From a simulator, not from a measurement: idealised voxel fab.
The following is a process module called voxel released beams.
We display cut, a cross-section 300 nm in width whose square cells are each 5 nm.
When this document writes out a cross-section, it uses a grid of square cells and lists it as bands, beginning at the top and moving down, with a band standing for one or more rows of cells.
Quick guide to a band line: top height, bottom height (nm) up front; then every material left to right with its width in nm. Only one material and it's marked "full width"? Then it fills the band edge to edge. And "air" just means empty space.
Height datum 0, below which the as-received substrate wafer is one material. Lowest band open at the bottom, running downward: "z 0 and below".
The expression "30 to 40" gives the width at the extremes of the band, the first number at its top row of cells and the second at its bottom row, with the width changing by equal amounts from each row to the next in between.
Basically "stayed the same" means that step didn't change any cell in the cross-section.
Empty spaces counting at least 8 cells and having no open way to the top are listed in "Closed void catalog". The notation width x height at distance is used for each, the distance being from the left edge and all three values in nm.
Read whatever lies past the settings on a step's line as the simulator's own remark about the step.
"overlay nm" denotes, for a step that has a mask, the displacement of the mask to the right of its planned place, with negative values corresponding to the left.
Steps in the process plan:
1 RECEIVE,material Si
2 CONFORMAL_DEP,material Al2O3,thk nm 10
3 DIRECTIONAL_DEP,material SiO2,thk nm 15
4 MASKED_ETCH,tone open,mask id ANCHOR,width nm 35,etch materials SiO2,depth nm 15,overlay nm 0
5 CONFORMAL_DEP,material W,thk nm 10
6 PATTERN,tone cover,mask id BEAM,material resist,width nm 100,thk nm 20,overlay nm 0
7 DIRECTIONAL_ETCH,etch materials W,depth nm 10
8 STRIP,etch materials resist
9 STRIP,etch materials SiO2
This is the cross-section of the wafer as we received it, i.e. after step 1:
  z 0 and below = Si full width
  Closed void catalog: none
The cross-section shown corresponds to the wafer at the conclusion of the module. The initial structure and the process plan are those presented above; however, one mistake occurred in executing the plan:
  z 35 to 25 = 95 of air, then 15 of W, then 20 of air, then 65 of W, then 105 of air
  z 25 to 20 = 100 of air, then 10 of W, then 20 of air, then 10 of W, then 160 of air
  z 20 to 10 = 100 of air, then 40 of W, then 160 of air
  z 10 to 0 = Al2O3 full width
  z 0 and below = Si full width
  Closed void catalog: none
What was the processing mistake? step 4 was processed under conditions differing from the plan, specifically as MASKED_ETCH,tone open,mask id ANCHOR,width nm 40,etch materials SiO2,depth nm 15,overlay nm 0
